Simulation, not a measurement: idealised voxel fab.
process module | voxel capacitor over wiring
cross-section cut | 180 nm wide | cells 5 nm
A cross-section is a grid of square cells, given in bands from the top down. A band is one or more rows of cells.
Each band's line starts with the height of the band's top and of its bottom, in nm. Then come its materials from left to right, each with its width in nm. One material with "throughout" fills the band from edge to edge. "air" is empty space.
Height 0 is the level under which the wafer as received is all one material. The lowest band goes on downwards, as in "0 down".
A width such as "30 to 40" changes by the same amount from each row of cells to the next, from the band's top row to its bottom row.
"no change" after a step means that no cell of the cross-section changed.
closed voids: empty space of 8 cells or more with no open way to the top, each as width x height at its distance from the left edge, in nm
after a step's settings: what the simulator itself notes on the step
overlay nm, on a step with a mask: how far to the right of its planned place the mask lay; to the left if negative
plan
1 op RECEIVE | material Si
2 op CONFORMAL_DEP | material SiO2 | thk nm 10
3 op CONFORMAL_DEP | material SiN | thk nm 5
4 op DIRECTIONAL_DEP | material lowk | thk nm 15
5 op DIRECTIONAL_DEP | material aC | thk nm 10
6 op PATTERN | tone open | mask id METAL_1 | material resist | width nm 20 | pitch nm 80 | thk nm 30 | overlay nm 0
7 op DIRECTIONAL_ETCH | etch materials aC | depth nm 10
8 op STRIP | etch materials resist
9 op DIRECTIONAL_ETCH | etch materials lowk | depth nm 15
10 op DIRECTIONAL_ETCH | etch materials SiN | depth nm 5
11 op STRIP | etch materials aC
12 op CONFORMAL_DEP | material TiN | thk nm 5
13 op FILL_DEP | material W | thk nm 10
14 op CMP | height nm 30
15 op EPI | material Ru | thk nm 5
16 op FILL_DEP | material SiCN | thk nm 5
17 op DIRECTIONAL_DEP | material lowk | thk nm 20
18 op MASKED_ETCH | tone open | mask id PLUG_1 | width nm 15 | etch materials lowk | depth nm 20 | overlay nm 0
19 op MASKED_ETCH | tone open | mask id PLUG_1 | width nm 15 | etch materials SiCN | depth nm 5 | overlay nm 0
20 op CONFORMAL_DEP | material TiN | thk nm 5
21 op FILL_DEP | material Cu | thk nm 10
22 op CMP | height nm 60
23 op DIRECTIONAL_DEP | material TiN | thk nm 10
24 op DIRECTIONAL_DEP | material Al2O3 | thk nm 5
25 op DIRECTIONAL_DEP | material TiN | thk nm 10
26 op DIRECTIONAL_DEP | material aC | thk nm 10
27 op PATTERN | tone cover | mask id UPPER_PLATE | material resist | width nm 65 | thk nm 30 | overlay nm 0
28 op DIRECTIONAL_ETCH | etch materials aC | depth nm 10
29 op STRIP | etch materials resist
30 op DIRECTIONAL_ETCH | etch materials TiN | depth nm 10
31 op DIRECTIONAL_ETCH | etch materials Al2O3 | depth nm 5
32 op STRIP | etch materials aC
33 op DIRECTIONAL_DEP | material aC | thk nm 15
34 op PATTERN | tone cover | mask id LOWER_PLATE | material resist | width nm 75 | thk nm 30 | overlay nm 0
35 op DIRECTIONAL_ETCH | etch materials aC | depth nm 15
36 op STRIP | etch materials resist
37 op DIRECTIONAL_ETCH | etch materials TiN | depth nm 10
38 op STRIP | etch materials aC
39 op FILL_DEP | material SiO2 | thk nm 15
40 op CMP | height nm 95
41 op MASKED_ETCH | tone open | mask id PLUG_2 | width nm 15 | etch materials SiO2 | depth nm 10 | overlay nm 0
42 op CONFORMAL_DEP | material TiN | thk nm 5
43 op FILL_DEP | material W | thk nm 10
44 op CMP | height nm 95
45 op CONFORMAL_DEP | material SiCN | thk nm 5
first wafer, as planned
as received, after step 1
  0 down: Si throughout
  closed voids: none
after step 2
  10 to 0: SiO2 throughout
  below 0: unchanged
after step 3
  15 to 10: SiN throughout
  below 10: unchanged
after step 4
  30 to 15: lowk throughout
  below 15: unchanged
after step 5
  40 to 30: aC throughout
  below 30: unchanged
after step 6
  70 to 40: resist 40 | air 20 | resist 60 | air 20 | resist 40
  below 40: unchanged
after step 7
  60 to 40: resist 40 | air 20 | resist 60 | air 20 | resist 40
  40 to 30: aC 40 | air 20 | aC 60 | air 20 | aC 40
  below 30: unchanged
after step 8
  40 to 30: aC 40 | air 20 | aC 60 | air 20 | aC 40
  below 30: unchanged
after step 9
  40 to 30: aC 40 | air 20 | aC 60 | air 20 | aC 40
  30 to 15: lowk 40 | air 20 | lowk 60 | air 20 | lowk 40
  below 15: unchanged
after step 10
  40 to 30: aC 40 | air 20 | aC 60 | air 20 | aC 40
  30 to 15: lowk 40 | air 20 | lowk 60 | air 20 | lowk 40
  15 to 10: SiN 40 | air 20 | SiN 60 | air 20 | SiN 40
  below 10: unchanged
after step 11
  30 to 15: lowk 40 | air 20 | lowk 60 | air 20 | lowk 40
  below 15: unchanged
after step 12
  35 to 30: TiN 45 | air 10 | TiN 70 | air 10 | TiN 45
  30 to 15: lowk 40 | TiN 5 | air 10 | TiN 5 | lowk 60 | TiN 5 | air 10 | TiN 5 | lowk 40
  15 to 10: SiN 40 | TiN 20 | SiN 60 | TiN 20 | SiN 40
  below 10: unchanged
after step 13
  45 to 35: W throughout
  35 to 30: TiN 45 | W 10 | TiN 70 | W 10 | TiN 45
  30 to 15: lowk 40 | TiN 5 | W 10 | TiN 5 | lowk 60 | TiN 5 | W 10 | TiN 5 | lowk 40
  below 15: unchanged
after step 14
  30 to 15: lowk 40 | TiN 5 | W 10 | TiN 5 | lowk 60 | TiN 5 | W 10 | TiN 5 | lowk 40
  below 15: unchanged
after step 15
  35 to 30: air 35 | Ru 30 | air 50 | Ru 30 | air 35
  below 30: unchanged
after step 16
  40 to 35: SiCN throughout
  35 to 30: SiCN 35 | Ru 30 | SiCN 50 | Ru 30 | SiCN 35
  below 30: unchanged
after step 17
  60 to 40: lowk throughout
  below 40: unchanged
after step 18
  60 to 40: lowk 45 | air 15 | lowk 120
  below 40: unchanged
after step 19
  60 to 40: lowk 45 | air 15 | lowk 120
  40 to 35: SiCN 45 | air 15 | SiCN 120
  below 35: unchanged
after step 20
  65 to 60: TiN 50 | air 5 | TiN 125
  60 to 40: lowk 45 | TiN 5 | air 5 | TiN 5 | lowk 120
  40 to 35: SiCN 45 | TiN 15 | SiCN 120
  below 35: unchanged
after step 21
  75 to 65: Cu throughout
  65 to 60: TiN 50 | Cu 5 | TiN 125
  60 to 40: lowk 45 | TiN 5 | Cu 5 | TiN 5 | lowk 120
  below 40: unchanged
after step 22
  60 to 40: lowk 45 | TiN 5 | Cu 5 | TiN 5 | lowk 120
  below 40: unchanged
after step 23
  70 to 60: TiN throughout
  below 60: unchanged
after step 24
  75 to 70: Al2O3 throughout
  below 70: unchanged
after step 25
  85 to 75: TiN throughout
  below 75: unchanged
after step 26
  95 to 85: aC throughout
  below 85: unchanged
after step 27
  125 to 95: air 45 | resist 65 | air 70
  below 95: unchanged
after step 28
  115 to 95: air 45 | resist 65 | air 70
  95 to 85: air 45 | aC 65 | air 70
  below 85: unchanged
after step 29
  95 to 85: air 45 | aC 65 | air 70
  below 85: unchanged
after step 30
  95 to 85: air 45 | aC 65 | air 70
  85 to 75: air 45 | TiN 65 | air 70
  below 75: unchanged
after step 31
  95 to 85: air 45 | aC 65 | air 70
  85 to 75: air 45 | TiN 65 | air 70
  75 to 70: air 45 | Al2O3 65 | air 70
  below 70: unchanged
after step 32
  85 to 75: air 45 | TiN 65 | air 70
  below 75: unchanged
after step 33
  100 to 85: air 45 | aC 65 | air 70
  85 to 75: aC 45 | TiN 65 | aC 70
  75 to 70: aC 45 | Al2O3 65 | aC 70
  below 70: unchanged
after step 34
  130 to 100: air 40 | resist 75 | air 65
  100 to 85: air 40 | resist 5 | aC 65 | resist 5 | air 65
  below 85: unchanged
after step 35
  115 to 100: air 40 | resist 75 | air 65
  100 to 85: air 40 | resist 5 | aC 65 | resist 5 | air 65
  85 to 75: air 40 | aC 5 | TiN 65 | aC 5 | air 65
  75 to 70: air 40 | aC 5 | Al2O3 65 | aC 5 | air 65
  below 70: unchanged
after step 36
  100 to 85: air 45 | aC 65 | air 70
  below 85: unchanged
after step 37
  100 to 85: air 45 | aC 65 | air 70
  85 to 75: air 40 | aC 5 | TiN 65 | aC 5 | air 65
  75 to 70: air 40 | aC 5 | Al2O3 65 | aC 5 | air 65
  70 to 60: air 40 | TiN 75 | air 65
  below 60: unchanged
after step 38
  85 to 75: air 45 | TiN 65 | air 70
  75 to 70: air 45 | Al2O3 65 | air 70
  below 70: unchanged
after step 39
  100 to 85: SiO2 throughout
  85 to 75: SiO2 45 | TiN 65 | SiO2 70
  75 to 70: SiO2 45 | Al2O3 65 | SiO2 70
  70 to 60: SiO2 40 | TiN 75 | SiO2 65
  below 60: unchanged
after step 40
  95 to 85: SiO2 throughout
  below 85: unchanged
after step 41
  95 to 85: SiO2 55 | air 15 | SiO2 110
  below 85: unchanged
after step 42
  100 to 95: TiN 60 | air 5 | TiN 115
  95 to 90: SiO2 55 | TiN 5 | air 5 | TiN 5 | SiO2 110
  90 to 85: SiO2 55 | TiN 15 | SiO2 110
  below 85: unchanged
after step 43
  110 to 100: W throughout
  100 to 95: TiN 60 | W 5 | TiN 115
  95 to 90: SiO2 55 | TiN 5 | W 5 | TiN 5 | SiO2 110
  below 90: unchanged
after step 44
  95 to 90: SiO2 55 | TiN 5 | W 5 | TiN 5 | SiO2 110
  below 90: unchanged
after step 45
  100 to 95: SiCN throughout
  below 95: unchanged
second wafer: like start, like plan, one mistake. Through step 40 it matches the first wafer
when step 41 should have ended
  95 to 85: SiO2 50 | air 15 | SiO2 115
  below 85: unchanged
when step 42 should have ended
  100 to 95: TiN 55 | air 5 | TiN 120
  95 to 90: SiO2 50 | TiN 5 | air 5 | TiN 5 | SiO2 115
  90 to 85: SiO2 50 | TiN 15 | SiO2 115
  below 85: unchanged
when step 43 should have ended
  110 to 100: W throughout
  100 to 95: TiN 55 | W 5 | TiN 120
  95 to 90: SiO2 50 | TiN 5 | W 5 | TiN 5 | SiO2 115
  below 90: unchanged
when step 44 should have ended
  95 to 90: SiO2 50 | TiN 5 | W 5 | TiN 5 | SiO2 115
  below 90: unchanged
when step 45 should have ended
  100 to 95: SiCN throughout
  below 95: unchanged
what went wrong: step 41 ran as: op MASKED_ETCH | tone open | mask id PLUG_2 | width nm 15 | etch materials SiO2 | depth nm 10 | overlay nm -5
at the end the second wafer has, in cells: as many of each material as the first, in other places
